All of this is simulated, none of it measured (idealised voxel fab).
process module | voxel fin reveal
cross-section cut | 280 nm wide | cells 5 nm
A cross-section is a grid of square cells, given in bands from the top down. A band is one or more rows of cells.
Each band's line starts with the height of the band's top and of its bottom, in nm. Then come its materials from left to right, each with its width in nm. One material with "throughout" fills the band from edge to edge. "air" is empty space.
Height 0 is the level under which the wafer as received is all one material. The lowest band goes on downwards, as in "0 down".
A width such as "30 to 40" changes by the same amount from each row of cells to the next, from the band's top row to its bottom row.
"no change" after a step means that no cell of the cross-section changed.
closed voids: empty space of 8 cells or more with no open way to the top, each as width x height at its distance from the left edge, in nm
after a step's settings: what the simulator itself notes on the step
overlay nm, on a step with a mask: how far to the right of its planned place the mask lay; to the left if negative
plan
1 op RECEIVE | material Si
2 op CONFORMAL_DEP | material SiN | thk nm 5
3 op PATTERN | tone cover | mask id FINS | material resist | width nm 15 | pitch nm 40 | thk nm 20 | overlay nm -15
4 op DIRECTIONAL_ETCH | etch materials SiN | depth nm 5
5 op DIRECTIONAL_ETCH | etch materials Si | depth nm 40
6 op STRIP | etch materials resist
7 op OXIDIZE | depth nm 5
8 op FILL_DEP | material SiO2 | thk nm 15
9 op CMP | height nm 5
10 op SELECTIVE_ETCH | etch materials SiO2 | depth nm 35
11 op STRIP | etch materials SiN
varied across the wafers: overlay nm of step 3. The plan shows the first wafer's value. All wafers start alike
first wafer as received, after step 1
  0 down: Si throughout
  closed voids: none
first wafer at the end, after step 11
  0 to -30: air 60 | Si 5 | air 35 | Si 5 | air 35 | Si 5 | air 35 | Si 5 | air 95
  -30 to -45: SiO2 60 | Si 5 | SiO2 35 | Si 5 | SiO2 35 | Si 5 | SiO2 35 | Si 5 | SiO2 95
  -45 down: Si throughout
  closed voids: none
last wafer at the end
  0 to -30: air 90 | Si 5 | air 35 | Si 5 | air 35 | Si 5 | air 35 | Si 5 | air 65
  -30 to -45: SiO2 90 | Si 5 | SiO2 35 | Si 5 | SiO2 35 | Si 5 | SiO2 35 | Si 5 | SiO2 65
  -45 down: Si throughout
  closed voids: none
each wafer at the end: cells of each material gained (+) or lost (-) since it was received, then its closed voids
overlay nm -15 | -468 Si | +156 SiO2 | closed voids: none
overlay nm -10 | -468 Si | +156 SiO2 | closed voids: none
overlay nm -5 | -468 Si | +156 SiO2 | closed voids: none
overlay nm 0 | -468 Si | +156 SiO2 | closed voids: none
overlay nm 5 | -468 Si | +156 SiO2 | closed voids: none
overlay nm 10 | -468 Si | +156 SiO2 | closed voids: none
overlay nm 15 | -468 Si | +156 SiO2 | closed voids: none
